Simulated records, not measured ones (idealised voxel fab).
process module | voxel self aligned contacts
cross-section cut | 290 nm wide | cells 5 nm
A cross-section is a grid of square cells, given in bands from the top down. A band is one or more rows of cells.
Each band's line starts with the height of the band's top and of its bottom, in nm. Then come its materials from left to right, each with its width in nm. One material with "throughout" fills the band from edge to edge. "air" is empty space.
Height 0 is the level under which the wafer as received is all one material. The lowest band goes on downwards, as in "0 down".
A width such as "30 to 40" changes by the same amount from each row of cells to the next, from the band's top row to its bottom row.
"no change" after a step means that no cell of the cross-section changed.
closed voids: empty space of 8 cells or more with no open way to the top, each as width x height at its distance from the left edge, in nm
after a step's settings: what the simulator itself notes on the step
overlay nm, on a step with a mask: how far to the right of its planned place the mask lay; to the left if negative
Each pair below shows a cross-section before one step and the cross-section after it, down to the lowest band that changed. The line under each pair gives the step between them, with its settings. The pairs can come from different runs of this module on the same starting wafer, so a pair continues from the pair above only where its "before" says so.
before
  0 down: Si throughout
  closed voids: none
after
  5 to 0: SiO2 throughout
  below 0: unchanged
  closed voids: none
the step between: op CONFORMAL_DEP | material SiO2 | thk nm 5
before: the cross-section after the pair above
after
  35 to 5: polySi throughout
  below 5: unchanged
  closed voids: none
the step between: op DIRECTIONAL_DEP | material polySi | thk nm 30
before: the cross-section after the pair above
after
  55 to 35: SiN throughout
  below 35: unchanged
  closed voids: none
the step between: op DIRECTIONAL_DEP | material SiN | thk nm 20
before: the cross-section after the pair above
after
  55 to 35: air 100 | SiN 25 | air 35 | SiN 25 | air 105
  below 35: unchanged
  closed voids: none
the step between: op MASKED_ETCH | tone cover | mask id GATE | width nm 25 | pitch nm 60 | etch materials SiN | depth nm 20 | overlay nm 0
before: the cross-section after the pair above
after
  55 to 35: air 100 | SiN 25 | air 35 | SiN 25 | air 105
  35 to 5: air 100 | polySi 25 | air 35 | polySi 25 | air 105
  below 5: unchanged
  closed voids: none
the step between: op MASKED_ETCH | tone cover | mask id GATE | width nm 25 | pitch nm 60 | etch materials polySi | depth nm 30 | overlay nm 0
before: the cross-section after the pair above
after
  65 to 35: air 90 | SiN 45 | air 15 | SiN 45 | air 95
  35 to 15: air 90 | SiN 10 | polySi 25 | SiN 10 | air 15 | SiN 10 | polySi 25 | SiN 10 | air 95
  15 to 5: SiN 100 | polySi 25 | SiN 35 | polySi 25 | SiN 105
  below 5: unchanged
  closed voids: none
the step between: op CONFORMAL_DEP | material SiN | thk nm 10
before: the cross-section after the pair above
after
  55 to 35: air 90 | SiN 45 | air 15 | SiN 45 | air 95
  35 to 5: air 90 | SiN 10 | polySi 25 | SiN 10 | air 15 | SiN 10 | polySi 25 | SiN 10 | air 95
  below 5: unchanged
  closed voids: none
the step between: op DIRECTIONAL_ETCH | etch materials SiN | depth nm 10
before: the cross-section after the pair above
after
  65 to 55: SiO2 throughout
  55 to 35: SiO2 90 | SiN 45 | SiO2 15 | SiN 45 | SiO2 95
  35 to 5: SiO2 90 | SiN 10 | polySi 25 | SiN 10 | SiO2 15 | SiN 10 | polySi 25 | SiN 10 | SiO2 95
  below 5: unchanged
  closed voids: none
the step between: op FILL_DEP | material SiO2 | thk nm 10
before: the cross-section after the pair above
after
  60 to 55: SiO2 throughout
  below 55: unchanged
  closed voids: none
the step between: op CMP | height nm 60
before: the cross-section after the pair above
after
  75 to 60: aC throughout
  below 60: unchanged
  closed voids: none
the step between: op DIRECTIONAL_DEP | material aC | thk nm 15
before: the cross-section after the pair above
after
  110 to 75: resist 120 | air 45 | resist 125
  below 75: unchanged
  closed voids: none
the step between: op PATTERN | tone open | mask id CONTACT | material resist | width nm 45 | thk nm 35 | overlay nm 0
before: the cross-section after the pair above
after
  95 to 75: resist 120 | air 45 | resist 125
  75 to 60: aC 120 | air 45 | aC 125
  below 60: unchanged
  closed voids: none
the step between: op DIRECTIONAL_ETCH | etch materials aC | depth nm 15
before: the cross-section after the pair above
after
  75 to 60: aC 120 | air 45 | aC 125
  below 60: unchanged
  closed voids: none
the step between: op STRIP | etch materials resist
before: the cross-section after the pair above
after
  75 to 60: aC 120 | air 45 | aC 125
  60 to 55: SiO2 120 | air 45 | SiO2 125
  55 to 35: SiO2 90 | SiN 45 | air 15 | SiN 45 | SiO2 95
  35 to 5: SiO2 90 | SiN 10 | polySi 25 | SiN 10 | air 15 | SiN 10 | polySi 25 | SiN 10 | SiO2 95
  5 to 0: SiO2 135 | air 15 | SiO2 140
  below 0: unchanged
  closed voids: none
the step between: op DIRECTIONAL_ETCH | etch materials SiO2 | depth nm 60
before: the cross-section after the pair above
after
  60 to 55: SiO2 120 | air 45 | SiO2 125
  below 55: unchanged
  closed voids: none
the step between: op STRIP | etch materials aC
before: the cross-section after the pair above
after
  65 to 60: TiN 125 | air 35 | TiN 130
  60 to 55: SiO2 120 | TiN 20 | air 5 | TiN 20 | SiO2 125
  55 to 35: SiO2 90 | SiN 45 | TiN 5 | air 5 | TiN 5 | SiN 45 | SiO2 95
  35 to 5: SiO2 90 | SiN 10 | polySi 25 | SiN 10 | TiN 5 | air 5 | TiN 5 | SiN 10 | polySi 25 | SiN 10 | SiO2 95
  5 to 0: SiO2 135 | TiN 15 | SiO2 140
  below 0: unchanged
  closed voids: none
the step between: op CONFORMAL_DEP | material TiN | thk nm 5
before: the cross-section after the pair above
after
  70 to 65: W throughout
  65 to 60: TiN 125 | W 35 | TiN 130
  60 to 55: SiO2 120 | TiN 20 | W 5 | TiN 20 | SiO2 125
  55 to 35: SiO2 90 | SiN 45 | TiN 5 | W 5 | TiN 5 | SiN 45 | SiO2 95
  35 to 5: SiO2 90 | SiN 10 | polySi 25 | SiN 10 | TiN 5 | W 5 | TiN 5 | SiN 10 | polySi 25 | SiN 10 | SiO2 95
  below 5: unchanged
  closed voids: none
the step between: op FILL_DEP | material W | thk nm 5
before: the cross-section after the pair above
after
  60 to 55: SiO2 120 | TiN 20 | W 5 | TiN 20 | SiO2 125
  below 55: unchanged
  closed voids: none
the step between: op CMP | height nm 60
before: the cross-section after the pair above
after
  65 to 60: SiN throughout
  below 60: unchanged
  closed voids: none
the step between: op CONFORMAL_DEP | material SiN | thk nm 5
before
  0 down: Si throughout
  closed voids: none
after
  30 to 0: polySi throughout
  below 0: unchanged
  closed voids: none
the step between: op DIRECTIONAL_DEP | material polySi | thk nm 30
before: the cross-section after the pair above
after
  50 to 30: SiN throughout
  below 30: unchanged
  closed voids: none
the step between: op DIRECTIONAL_DEP | material SiN | thk nm 20
before: the cross-section after the pair above
after
  50 to 30: air 100 | SiN 25 | air 35 | SiN 25 | air 105
  below 30: unchanged
  closed voids: none
the step between: op MASKED_ETCH | tone cover | mask id GATE | width nm 25 | pitch nm 60 | etch materials SiN | depth nm 20 | overlay nm 0
before: the cross-section after the pair above
after
  50 to 30: air 100 | SiN 25 | air 35 | SiN 25 | air 105
  30 to 0: air 100 | polySi 25 | air 35 | polySi 25 | air 105
  below 0: unchanged
  closed voids: none
the step between: op MASKED_ETCH | tone cover | mask id GATE | width nm 25 | pitch nm 60 | etch materials polySi | depth nm 30 | overlay nm 0
before: the cross-section after the pair above
after
  60 to 30: air 90 | SiN 45 | air 15 | SiN 45 | air 95
  30 to 10: air 90 | SiN 10 | polySi 25 | SiN 10 | air 15 | SiN 10 | polySi 25 | SiN 10 | air 95
  10 to 0: SiN 100 | polySi 25 | SiN 35 | polySi 25 | SiN 105
  below 0: unchanged
  closed voids: none
the step between: op CONFORMAL_DEP | material SiN | thk nm 10
before: the cross-section after the pair above
after
  50 to 30: air 90 | SiN 45 | air 15 | SiN 45 | air 95
  30 to 0: air 90 | SiN 10 | polySi 25 | SiN 10 | air 15 | SiN 10 | polySi 25 | SiN 10 | air 95
  below 0: unchanged
  closed voids: none
the step between: op DIRECTIONAL_ETCH | etch materials SiN | depth nm 10
before: the cross-section after the pair above
after
  60 to 50: SiO2 throughout
  50 to 30: SiO2 90 | SiN 45 | SiO2 15 | SiN 45 | SiO2 95
  30 to 0: SiO2 90 | SiN 10 | polySi 25 | SiN 10 | SiO2 15 | SiN 10 | polySi 25 | SiN 10 | SiO2 95
  below 0: unchanged
  closed voids: none
the step between: op FILL_DEP | material SiO2 | thk nm 10
before: the cross-section after the pair above
after
  75 to 60: aC throughout
  below 60: unchanged
  closed voids: none
the step between: op DIRECTIONAL_DEP | material aC | thk nm 15
before: the cross-section after the pair above
after
  110 to 75: resist 120 | air 45 | resist 125
  below 75: unchanged
  closed voids: none
the step between: op PATTERN | tone open | mask id CONTACT | material resist | width nm 45 | thk nm 35 | overlay nm 0
before: the cross-section after the pair above
after
  95 to 75: resist 120 | air 45 | resist 125
  75 to 60: aC 120 | air 45 | aC 125
  below 60: unchanged
  closed voids: none
the step between: op DIRECTIONAL_ETCH | etch materials aC | depth nm 15
before: the cross-section after the pair above
after
  75 to 60: aC 120 | air 45 | aC 125
  below 60: unchanged
  closed voids: none
the step between: op STRIP | etch materials resist
before: the cross-section after the pair above
after
  75 to 60: aC 120 | air 45 | aC 125
  60 to 50: SiO2 120 | air 45 | SiO2 125
  50 to 30: SiO2 90 | SiN 45 | air 15 | SiN 45 | SiO2 95
  30 to 0: SiO2 90 | SiN 10 | polySi 25 | SiN 10 | air 15 | SiN 10 | polySi 25 | SiN 10 | SiO2 95
  below 0: unchanged
  closed voids: none
the step between: op DIRECTIONAL_ETCH | etch materials SiO2 | depth nm 60
before: the cross-section after the pair above
after
  60 to 50: SiO2 120 | air 45 | SiO2 125
  below 50: unchanged
  closed voids: none
the step between: op STRIP | etch materials aC
before: the cross-section after the pair above
after
  65 to 60: TiN 125 | air 35 | TiN 130
  60 to 50: SiO2 120 | TiN 5 to 20 | air 35 to 5 | TiN 5 to 20 | SiO2 125
  50 to 30: SiO2 90 | SiN 45 | TiN 5 | air 5 | TiN 5 | SiN 45 | SiO2 95
  30 to 5: SiO2 90 | SiN 10 | polySi 25 | SiN 10 | TiN 5 | air 5 | TiN 5 | SiN 10 | polySi 25 | SiN 10 | SiO2 95
  5 to 0: SiO2 90 | SiN 10 | polySi 25 | SiN 10 | TiN 15 | SiN 10 | polySi 25 | SiN 10 | SiO2 95
  below 0: unchanged
  closed voids: none
the step between: op CONFORMAL_DEP | material TiN | thk nm 5
before: the cross-section after the pair above
after
  70 to 65: W throughout
  65 to 60: TiN 125 | W 35 | TiN 130
  60 to 50: SiO2 120 | TiN 5 to 20 | W 35 to 5 | TiN 5 to 20 | SiO2 125
  50 to 30: SiO2 90 | SiN 45 | TiN 5 | W 5 | TiN 5 | SiN 45 | SiO2 95
  30 to 5: SiO2 90 | SiN 10 | polySi 25 | SiN 10 | TiN 5 | W 5 | TiN 5 | SiN 10 | polySi 25 | SiN 10 | SiO2 95
  below 5: unchanged
  closed voids: none
the step between: op FILL_DEP | material W | thk nm 5
before: the cross-section after the pair above
after
  60 to 50: SiO2 120 | TiN 5 to 20 | W 35 to 5 | TiN 5 to 20 | SiO2 125
  below 50: unchanged
  closed voids: none
the step between: op CMP | height nm 60
before: the cross-section after the pair above
after
  65 to 60: SiN throughout
  below 60: unchanged
  closed voids: none
the step between: op CONFORMAL_DEP | material SiN | thk nm 5
before
  55 to 35: SiN throughout
  35 to 5: polySi throughout
  5 to 0: SiO2 throughout
  0 down: Si throughout
  closed voids: none
after
  75 to 35: SiN throughout
  below 35: unchanged
  closed voids: none
the step between: op DIRECTIONAL_DEP | material SiN | thk nm 20
before: the cross-section after the pair above
after
  75 to 55: air 100 | SiN 25 | air 35 | SiN 25 | air 105
  below 55: unchanged
  closed voids: none
the step between: op MASKED_ETCH | tone cover | mask id GATE | width nm 25 | pitch nm 60 | etch materials SiN | depth nm 20 | overlay nm 0
before: the cross-section after the pair above
after
  85 to 65: air 90 | SiN 45 | air 15 | SiN 45 | air 95
  65 to 35: SiN throughout
  below 35: unchanged
  closed voids: none
the step between: op CONFORMAL_DEP | material SiN | thk nm 10
before: the cross-section after the pair above
after
  75 to 55: air 90 | SiN 45 | air 15 | SiN 45 | air 95
  below 55: unchanged
  closed voids: none
the step between: op DIRECTIONAL_ETCH | etch materials SiN | depth nm 10
before: the cross-section after the pair above
after
  85 to 75: SiO2 throughout
  75 to 55: SiO2 90 | SiN 45 | SiO2 15 | SiN 45 | SiO2 95
  below 55: unchanged
  closed voids: none
the step between: op FILL_DEP | material SiO2 | thk nm 10
before: the cross-section after the pair above
after
  60 to 55: SiO2 90 | SiN 45 | SiO2 15 | SiN 45 | SiO2 95
  below 55: unchanged
  closed voids: none
the step between: op CMP | height nm 60
before: the cross-section after the pair above
after
  75 to 60: aC throughout
  below 60: unchanged
  closed voids: none
the step between: op DIRECTIONAL_DEP | material aC | thk nm 15
before: the cross-section after the pair above
after
  110 to 75: resist 120 | air 45 | resist 125
  below 75: unchanged
  closed voids: none
the step between: op PATTERN | tone open | mask id CONTACT | material resist | width nm 45 | thk nm 35 | overlay nm 0
before: the cross-section after the pair above
after
  95 to 75: resist 120 | air 45 | resist 125
  75 to 60: aC 120 | air 45 | aC 125
  below 60: unchanged
  closed voids: none
the step between: op DIRECTIONAL_ETCH | etch materials aC | depth nm 15
before: the cross-section after the pair above
after
  75 to 60: aC 120 | air 45 | aC 125
  below 60: unchanged
  closed voids: none
the step between: op STRIP | etch materials resist
before: the cross-section after the pair above
after
  75 to 60: aC 120 | air 45 | aC 125
  60 to 55: SiO2 90 | SiN 45 | air 15 | SiN 45 | SiO2 95
  below 55: unchanged
  closed voids: none
the step between: op DIRECTIONAL_ETCH | etch materials SiO2 | depth nm 60
before: the cross-section after the pair above
after
  60 to 55: SiO2 90 | SiN 45 | air 15 | SiN 45 | SiO2 95
  below 55: unchanged
  closed voids: none
the step between: op STRIP | etch materials aC
before: the cross-section after the pair above
after
  65 to 60: TiN 140 | air 5 | TiN 145
  60 to 55: SiO2 90 | SiN 45 | TiN 15 | SiN 45 | SiO2 95
  below 55: unchanged
  closed voids: none
the step between: op CONFORMAL_DEP | material TiN | thk nm 5
before: the cross-section after the pair above
after
  70 to 65: W throughout
  65 to 60: TiN 140 | W 5 | TiN 145
  below 60: unchanged
  closed voids: none
the step between: op FILL_DEP | material W | thk nm 5
before: the cross-section after the pair above
after
  60 to 55: SiO2 90 | SiN 45 | TiN 15 | SiN 45 | SiO2 95
  below 55: unchanged
  closed voids: none
the step between: op CMP | height nm 60
before: the cross-section after the pair above
after
  65 to 60: SiN throughout
  below 60: unchanged
  closed voids: none
the step between: op CONFORMAL_DEP | material SiN | thk nm 5
before
  55 to 35: air 100 | SiN 25 | air 35 | SiN 25 | air 105
  35 to 5: air 100 | polySi 25 | air 35 | polySi 25 | air 105
  5 to 0: SiO2 throughout
  0 down: Si throughout
  closed voids: none
after
  45 to 35: air 100 | SiN 25 | air 35 | SiN 25 | air 105
  below 35: unchanged
  closed voids: none
the step between: op DIRECTIONAL_ETCH | etch materials SiN | depth nm 10
before: the cross-section after the pair above
after
  55 to 35: air 90 | SiN 45 | air 15 | SiN 45 | air 95
  35 to 15: air 90 | SiN 10 | polySi 25 | SiN 10 | air 15 | SiN 10 | polySi 25 | SiN 10 | air 95
  15 to 5: SiN 100 | polySi 25 | SiN 35 | polySi 25 | SiN 105
  below 5: unchanged
  closed voids: none
the step between: op CONFORMAL_DEP | material SiN | thk nm 10
before: the cross-section after the pair above
after
  65 to 55: SiO2 throughout
  55 to 35: SiO2 90 | SiN 45 | SiO2 15 | SiN 45 | SiO2 95
  35 to 15: SiO2 90 | SiN 10 | polySi 25 | SiN 10 | SiO2 15 | SiN 10 | polySi 25 | SiN 10 | SiO2 95
  below 15: unchanged
  closed voids: none
the step between: op FILL_DEP | material SiO2 | thk nm 10
before: the cross-section after the pair above
after
  60 to 55: SiO2 throughout
  below 55: unchanged
  closed voids: none
the step between: op CMP | height nm 60
before: the cross-section after the pair above
after
  75 to 60: aC throughout
  below 60: unchanged
  closed voids: none
the step between: op DIRECTIONAL_DEP | material aC | thk nm 15
before: the cross-section after the pair above
after
  110 to 75: resist 120 | air 45 | resist 125
  below 75: unchanged
  closed voids: none
the step between: op PATTERN | tone open | mask id CONTACT | material resist | width nm 45 | thk nm 35 | overlay nm 0
before: the cross-section after the pair above
after
  95 to 75: resist 120 | air 45 | resist 125
  75 to 60: aC 120 | air 45 | aC 125
  below 60: unchanged
  closed voids: none
the step between: op DIRECTIONAL_ETCH | etch materials aC | depth nm 15
before: the cross-section after the pair above
after
  75 to 60: aC 120 | air 45 | aC 125
  below 60: unchanged
  closed voids: none
the step between: op STRIP | etch materials resist
before: the cross-section after the pair above
after
  75 to 60: aC 120 | air 45 | aC 125
  60 to 55: SiO2 120 | air 45 | SiO2 125
  55 to 35: SiO2 90 | SiN 45 | air 15 | SiN 45 | SiO2 95
  35 to 15: SiO2 90 | SiN 10 | polySi 25 | SiN 10 | air 15 | SiN 10 | polySi 25 | SiN 10 | SiO2 95
  below 15: unchanged
  closed voids: none
the step between: op DIRECTIONAL_ETCH | etch materials SiO2 | depth nm 60
before: the cross-section after the pair above
after
  60 to 55: SiO2 120 | air 45 | SiO2 125
  below 55: unchanged
  closed voids: none
the step between: op STRIP | etch materials aC
before: the cross-section after the pair above
after
  65 to 60: TiN 125 | air 35 | TiN 130
  60 to 55: SiO2 120 | TiN 20 | air 5 | TiN 20 | SiO2 125
  55 to 35: SiO2 90 | SiN 45 | TiN 5 | air 5 | TiN 5 | SiN 45 | SiO2 95
  35 to 20: SiO2 90 | SiN 10 | polySi 25 | SiN 10 | TiN 5 | air 5 | TiN 5 | SiN 10 | polySi 25 | SiN 10 | SiO2 95
  20 to 15: SiO2 90 | SiN 10 | polySi 25 | SiN 10 | TiN 15 | SiN 10 | polySi 25 | SiN 10 | SiO2 95
  below 15: unchanged
  closed voids: none
the step between: op CONFORMAL_DEP | material TiN | thk nm 5
before: the cross-section after the pair above
after
  70 to 65: W throughout
  65 to 60: TiN 125 | W 35 | TiN 130
  60 to 55: SiO2 120 | TiN 20 | W 5 | TiN 20 | SiO2 125
  55 to 35: SiO2 90 | SiN 45 | TiN 5 | W 5 | TiN 5 | SiN 45 | SiO2 95
  35 to 20: SiO2 90 | SiN 10 | polySi 25 | SiN 10 | TiN 5 | W 5 | TiN 5 | SiN 10 | polySi 25 | SiN 10 | SiO2 95
  below 20: unchanged
  closed voids: none
the step between: op FILL_DEP | material W | thk nm 5
before: the cross-section after the pair above
after
  60 to 55: SiO2 120 | TiN 20 | W 5 | TiN 20 | SiO2 125
  below 55: unchanged
  closed voids: none
the step between: op CMP | height nm 60
before: the cross-section after the pair above
after
  65 to 60: SiN throughout
  below 60: unchanged
  closed voids: none
the step between: op CONFORMAL_DEP | material SiN | thk nm 5
before
  35 to 5: polySi throughout
  5 to 0: SiO2 throughout
  0 down: Si throughout
  closed voids: none
after
  60 to 35: SiN throughout
  below 35: unchanged
  closed voids: none
the step between: op DIRECTIONAL_DEP | material SiN | thk nm 25
before: the cross-section after the pair above
after
  60 to 40: air 100 | SiN 25 | air 35 | SiN 25 | air 105
  below 40: unchanged
  closed voids: none
the step between: op MASKED_ETCH | tone cover | mask id GATE | width nm 25 | pitch nm 60 | etch materials SiN | depth nm 20 | overlay nm 0
before: the cross-section after the pair above
after
  70 to 50: air 90 | SiN 45 | air 15 | SiN 45 | air 95
  50 to 35: SiN throughout
  below 35: unchanged
  closed voids: none
the step between: op CONFORMAL_DEP | material SiN | thk nm 10
before: the cross-section after the pair above
after
  60 to 40: air 90 | SiN 45 | air 15 | SiN 45 | air 95
  below 40: unchanged
  closed voids: none
the step between: op DIRECTIONAL_ETCH | etch materials SiN | depth nm 10
before: the cross-section after the pair above
after
  70 to 60: SiO2 throughout
  60 to 40: SiO2 90 | SiN 45 | SiO2 15 | SiN 45 | SiO2 95
  below 40: unchanged
  closed voids: none
the step between: op FILL_DEP | material SiO2 | thk nm 10
before: the cross-section after the pair above
after
  60 to 40: SiO2 90 | SiN 45 | SiO2 15 | SiN 45 | SiO2 95
  below 40: unchanged
  closed voids: none
the step between: op CMP | height nm 60
before: the cross-section after the pair above
after
  75 to 60: aC throughout
  below 60: unchanged
  closed voids: none
the step between: op DIRECTIONAL_DEP | material aC | thk nm 15
before: the cross-section after the pair above
after
  110 to 75: resist 120 | air 45 | resist 125
  below 75: unchanged
  closed voids: none
the step between: op PATTERN | tone open | mask id CONTACT | material resist | width nm 45 | thk nm 35 | overlay nm 0
before: the cross-section after the pair above
after
  95 to 75: resist 120 | air 45 | resist 125
  75 to 60: aC 120 | air 45 | aC 125
  below 60: unchanged
  closed voids: none
the step between: op DIRECTIONAL_ETCH | etch materials aC | depth nm 15
before: the cross-section after the pair above
after
  75 to 60: aC 120 | air 45 | aC 125
  below 60: unchanged
  closed voids: none
the step between: op STRIP | etch materials resist
before: the cross-section after the pair above
after
  75 to 60: aC 120 | air 45 | aC 125
  60 to 40: SiO2 90 | SiN 45 | air 15 | SiN 45 | SiO2 95
  below 40: unchanged
  closed voids: none
the step between: op DIRECTIONAL_ETCH | etch materials SiO2 | depth nm 60
before: the cross-section after the pair above
after
  60 to 40: SiO2 90 | SiN 45 | air 15 | SiN 45 | SiO2 95
  below 40: unchanged
  closed voids: none
the step between: op STRIP | etch materials aC
before: the cross-section after the pair above
after
  65 to 60: TiN 140 | air 5 | TiN 145
  60 to 45: SiO2 90 | SiN 45 | TiN 5 | air 5 | TiN 5 | SiN 45 | SiO2 95
  45 to 40: SiO2 90 | SiN 45 | TiN 15 | SiN 45 | SiO2 95
  below 40: unchanged
  closed voids: none
the step between: op CONFORMAL_DEP | material TiN | thk nm 5
before: the cross-section after the pair above
after
  70 to 65: W throughout
  65 to 60: TiN 140 | W 5 | TiN 145
  60 to 45: SiO2 90 | SiN 45 | TiN 5 | W 5 | TiN 5 | SiN 45 | SiO2 95
  below 45: unchanged
  closed voids: none
the step between: op FILL_DEP | material W | thk nm 5
before: the cross-section after the pair above
after
  60 to 45: SiO2 90 | SiN 45 | TiN 5 | W 5 | TiN 5 | SiN 45 | SiO2 95
  below 45: unchanged
  closed voids: none
the step between: op CMP | height nm 60
before: the cross-section after the pair above
after
  65 to 60: SiN throughout
  below 60: unchanged
  closed voids: none
the step between: op CONFORMAL_DEP | material SiN | thk nm 5
before
  55 to 35: SiN throughout
  35 to 5: polySi throughout
  5 to 0: SiO2 throughout
  0 down: Si throughout
  closed voids: none
after
  55 to 35: air 105 | SiN 15 | air 45 | SiN 15 | air 110
  below 35: unchanged
  closed voids: none
the step between: op MASKED_ETCH | tone cover | mask id GATE | width nm 15 | pitch nm 60 | etch materials SiN | depth nm 20 | overlay nm 0
before: the cross-section after the pair above
after
  55 to 35: air 105 | SiN 15 | air 45 | SiN 15 | air 110
  35 to 5: air 100 | polySi 25 | air 35 | polySi 25 | air 105
  below 5: unchanged
  closed voids: none
the step between: op MASKED_ETCH | tone cover | mask id GATE | width nm 25 | pitch nm 60 | etch materials polySi | depth nm 30 | overlay nm 0
before: the cross-section after the pair above
after
  65 to 45: air 95 | SiN 35 | air 25 | SiN 35 | air 100
  45 to 35: air 90 | SiN 45 | air 15 | SiN 45 | air 95
  35 to 15: air 90 | SiN 10 | polySi 25 | SiN 10 | air 15 | SiN 10 | polySi 25 | SiN 10 | air 95
  15 to 5: SiN 100 | polySi 25 | SiN 35 | polySi 25 | SiN 105
  below 5: unchanged
  closed voids: none
the step between: op CONFORMAL_DEP | material SiN | thk nm 10
before: the cross-section after the pair above
after
  55 to 35: air 95 | SiN 35 | air 25 | SiN 35 | air 100
  35 to 5: air 90 | SiN 10 | polySi 25 | SiN 10 | air 15 | SiN 10 | polySi 25 | SiN 10 | air 95
  below 5: unchanged
  closed voids: none
the step between: op DIRECTIONAL_ETCH | etch materials SiN | depth nm 10
before: the cross-section after the pair above
after
  65 to 55: SiO2 throughout
  55 to 35: SiO2 95 | SiN 35 | SiO2 25 | SiN 35 | SiO2 100
  35 to 5: SiO2 90 | SiN 10 | polySi 25 | SiN 10 | SiO2 15 | SiN 10 | polySi 25 | SiN 10 | SiO2 95
  below 5: unchanged
  closed voids: none
the step between: op FILL_DEP | material SiO2 | thk nm 10
before: the cross-section after the pair above
after
  60 to 55: SiO2 throughout
  below 55: unchanged
  closed voids: none
the step between: op CMP | height nm 60
before: the cross-section after the pair above
after
  75 to 60: aC throughout
  below 60: unchanged
  closed voids: none
the step between: op DIRECTIONAL_DEP | material aC | thk nm 15
before: the cross-section after the pair above
after
  110 to 75: resist 120 | air 45 | resist 125
  below 75: unchanged
  closed voids: none
the step between: op PATTERN | tone open | mask id CONTACT | material resist | width nm 45 | thk nm 35 | overlay nm 0
before: the cross-section after the pair above
after
  95 to 75: resist 120 | air 45 | resist 125
  75 to 60: aC 120 | air 45 | aC 125
  below 60: unchanged
  closed voids: none
the step between: op DIRECTIONAL_ETCH | etch materials aC | depth nm 15
before: the cross-section after the pair above
after
  75 to 60: aC 120 | air 45 | aC 125
  below 60: unchanged
  closed voids: none
the step between: op STRIP | etch materials resist
before: the cross-section after the pair above
after
  75 to 60: aC 120 | air 45 | aC 125
  60 to 55: SiO2 120 | air 45 | SiO2 125
  55 to 35: SiO2 95 | SiN 35 | air 25 | SiN 35 | SiO2 100
  35 to 5: SiO2 90 | SiN 10 | polySi 25 | SiN 10 | air 15 | SiN 10 | polySi 25 | SiN 10 | SiO2 95
  5 to 0: SiO2 135 | air 15 | SiO2 140
  below 0: unchanged
  closed voids: none
the step between: op DIRECTIONAL_ETCH | etch materials SiO2 | depth nm 60
before: the cross-section after the pair above
after
  60 to 55: SiO2 120 | air 45 | SiO2 125
  below 55: unchanged
  closed voids: none
the step between: op STRIP | etch materials aC
before: the cross-section after the pair above
after
  65 to 60: TiN 125 | air 35 | TiN 130
  60 to 55: SiO2 120 | TiN 15 | air 15 | TiN 15 | SiO2 125
  55 to 40: SiO2 95 | SiN 35 | TiN 5 | air 15 | TiN 5 | SiN 35 | SiO2 100
  40 to 35: SiO2 95 | SiN 35 | TiN 10 | air 5 | TiN 10 | SiN 35 | SiO2 100
  35 to 5: SiO2 90 | SiN 10 | polySi 25 | SiN 10 | TiN 5 | air 5 | TiN 5 | SiN 10 | polySi 25 | SiN 10 | SiO2 95
  5 to 0: SiO2 135 | TiN 15 | SiO2 140
  below 0: unchanged
  closed voids: none
the step between: op CONFORMAL_DEP | material TiN | thk nm 5
before: the cross-section after the pair above
after
  70 to 65: W throughout
  65 to 60: TiN 125 | W 35 | TiN 130
  60 to 55: SiO2 120 | TiN 15 | W 15 | TiN 15 | SiO2 125
  55 to 40: SiO2 95 | SiN 35 | TiN 5 | W 15 | TiN 5 | SiN 35 | SiO2 100
  40 to 35: SiO2 95 | SiN 35 | TiN 10 | W 5 | TiN 10 | SiN 35 | SiO2 100
  35 to 5: SiO2 90 | SiN 10 | polySi 25 | SiN 10 | TiN 5 | W 5 | TiN 5 | SiN 10 | polySi 25 | SiN 10 | SiO2 95
  below 5: unchanged
  closed voids: none
the step between: op FILL_DEP | material W | thk nm 5
before: the cross-section after the pair above
after
  60 to 55: SiO2 120 | TiN 15 | W 15 | TiN 15 | SiO2 125
  below 55: unchanged
  closed voids: none
the step between: op CMP | height nm 60
before: the cross-section after the pair above
after
  65 to 60: SiN throughout
  below 60: unchanged
  closed voids: none
the step between: op CONFORMAL_DEP | material SiN | thk nm 5
before
  55 to 35: air 100 | SiN 25 | air 35 | SiN 25 | air 105
  35 to 5: polySi throughout
  5 to 0: SiO2 throughout
  0 down: Si throughout
  closed voids: none
after
  55 to 35: air 100 | SiN 25 | air 35 | SiN 25 | air 105
  35 to 5: air 90 | polySi 35 | air 25 | polySi 35 | air 105
  below 5: unchanged
  closed voids: none
the step between: op MASKED_ETCH | tone cover | mask id GATE | width nm 25 | pitch nm 60 | etch materials polySi | depth nm 30 | overlay nm -10
before: the cross-section after the pair above
after
  65 to 45: air 90 | SiN 45 | air 15 | SiN 45 | air 95
  45 to 35: air 80 | SiN 55 | air 5 | SiN 55 | air 95
  35 to 15: air 80 | SiN 10 | polySi 35 | SiN 10 | air 5 | SiN 10 | polySi 35 | SiN 10 | air 95
  15 to 5: SiN 90 | polySi 35 | SiN 25 | polySi 35 | SiN 105
  below 5: unchanged
  closed voids: none
the step between: op CONFORMAL_DEP | material SiN | thk nm 10
before: the cross-section after the pair above
after
  55 to 35: air 90 | SiN 45 | air 15 | SiN 45 | air 95
  35 to 5: air 80 | SiN 10 | polySi 35 | SiN 10 | air 5 | SiN 10 | polySi 35 | SiN 10 | air 95
  below 5: unchanged
  closed voids: none
the step between: op DIRECTIONAL_ETCH | etch materials SiN | depth nm 10
before: the cross-section after the pair above
after
  65 to 55: SiO2 throughout
  55 to 35: SiO2 90 | SiN 45 | SiO2 15 | SiN 45 | SiO2 95
  35 to 5: SiO2 80 | SiN 10 | polySi 35 | SiN 10 | SiO2 5 | SiN 10 | polySi 35 | SiN 10 | SiO2 95
  below 5: unchanged
  closed voids: none
the step between: op FILL_DEP | material SiO2 | thk nm 10
before: the cross-section after the pair above
after
  60 to 55: SiO2 throughout
  below 55: unchanged
  closed voids: none
the step between: op CMP | height nm 60
before: the cross-section after the pair above
after
  75 to 60: aC throughout
  below 60: unchanged
  closed voids: none
the step between: op DIRECTIONAL_DEP | material aC | thk nm 15
before: the cross-section after the pair above
after
  110 to 75: resist 120 | air 45 | resist 125
  below 75: unchanged
  closed voids: none
the step between: op PATTERN | tone open | mask id CONTACT | material resist | width nm 45 | thk nm 35 | overlay nm 0
before: the cross-section after the pair above
after
  95 to 75: resist 120 | air 45 | resist 125
  75 to 60: aC 120 | air 45 | aC 125
  below 60: unchanged
  closed voids: none
the step between: op DIRECTIONAL_ETCH | etch materials aC | depth nm 15
before: the cross-section after the pair above
after
  75 to 60: aC 120 | air 45 | aC 125
  below 60: unchanged
  closed voids: none
the step between: op STRIP | etch materials resist
before: the cross-section after the pair above
after
  75 to 60: aC 120 | air 45 | aC 125
  60 to 55: SiO2 120 | air 45 | SiO2 125
  55 to 35: SiO2 90 | SiN 45 | air 15 | SiN 45 | SiO2 95
  35 to 5: SiO2 80 | SiN 10 | polySi 35 | SiN 10 | air 5 | SiN 10 | polySi 35 | SiN 10 | SiO2 95
  5 to 0: SiO2 135 | air 5 | SiO2 150
  below 0: unchanged
  closed voids: none
the step between: op DIRECTIONAL_ETCH | etch materials SiO2 | depth nm 60
before: the cross-section after the pair above
after
  60 to 55: SiO2 120 | air 45 | SiO2 125
  below 55: unchanged
  closed voids: none
the step between: op STRIP | etch materials aC
